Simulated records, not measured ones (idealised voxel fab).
process module | voxel ribs on slabs
cross-section cut | 155 nm wide | cells 5 nm
A cross-section is a grid of square cells, given in bands from the top down. A band is one or more rows of cells.
Each band's line starts with the height of the band's top and of its bottom, in nm. Then come its materials from left to right, each with its width in nm. One material with "throughout" fills the band from edge to edge. "air" is empty space.
Height 0 is the level under which the wafer as received is all one material. The lowest band goes on downwards, as in "0 down".
A width such as "30 to 40" changes by the same amount from each row of cells to the next, from the band's top row to its bottom row.
"no change" after a step means that no cell of the cross-section changed.
closed voids: empty space of 8 cells or more with no open way to the top, each as width x height at its distance from the left edge, in nm
after a step's settings: what the simulator itself notes on the step
overlay nm, on a step with a mask: how far to the right of its planned place the mask lay; to the left if negative
plan
1 op RECEIVE | material Si
2 op DIRECTIONAL_DEP | material SiO2 | thk nm 20
3 op DIRECTIONAL_DEP | material SiN | thk nm 15
4 op DIRECTIONAL_DEP | material aC | thk nm 10
5 op PATTERN | tone cover | mask id RIB | material resist | width nm 30 | thk nm 30 | overlay nm 0
6 op DIRECTIONAL_ETCH | etch materials aC | depth nm 10
7 op STRIP | etch materials resist
8 op DIRECTIONAL_ETCH | etch materials SiN | depth nm 10
9 op STRIP | etch materials aC
10 op DIRECTIONAL_DEP | material aC | thk nm 15
11 op PATTERN | tone cover | mask id SLAB | material resist | width nm 90 | thk nm 35 | overlay nm 0
12 op DIRECTIONAL_ETCH | etch materials aC | depth nm 15
13 op STRIP | etch materials resist
14 op DIRECTIONAL_ETCH | etch materials SiN | depth nm 5
15 op STRIP | etch materials aC
16 op FILL_DEP | material SiO2 | thk nm 25
17 op CMP | height nm 50
18 op DIRECTIONAL_DEP | material W | thk nm 10
19 op DIRECTIONAL_DEP | material aC | thk nm 15
20 op PATTERN | tone cover | mask id HEATER | material resist | width nm 40 | thk nm 35 | overlay nm -15
21 op DIRECTIONAL_ETCH | etch materials aC | depth nm 15
22 op STRIP | etch materials resist
23 op DIRECTIONAL_ETCH | etch materials W | depth nm 10
24 op STRIP | etch materials aC
25 op CONFORMAL_DEP | material SiN | thk nm 10
varied across the wafers: overlay nm of step 20. The plan shows the first wafer's value. All wafers start alike
first wafer as received, after step 1
  0 down: Si throughout
  closed voids: none
each wafer at the end: cells of each material gained (+) or lost (-) since it was received, then its closed voids
overlay nm -15 | +100 SiN | +280 SiO2 | +16 W | closed voids: none
overlay nm -10 | +100 SiN | +280 SiO2 | +16 W | closed voids: none
overlay nm -5 | +100 SiN | +280 SiO2 | +16 W | closed voids: none
overlay nm 0 | +100 SiN | +280 SiO2 | +16 W | closed voids: none
overlay nm 5 | +100 SiN | +280 SiO2 | +16 W | closed voids: none
overlay nm 10 | +100 SiN | +280 SiO2 | +16 W | closed voids: none
overlay nm 15 | +100 SiN | +280 SiO2 | +16 W | closed voids: none
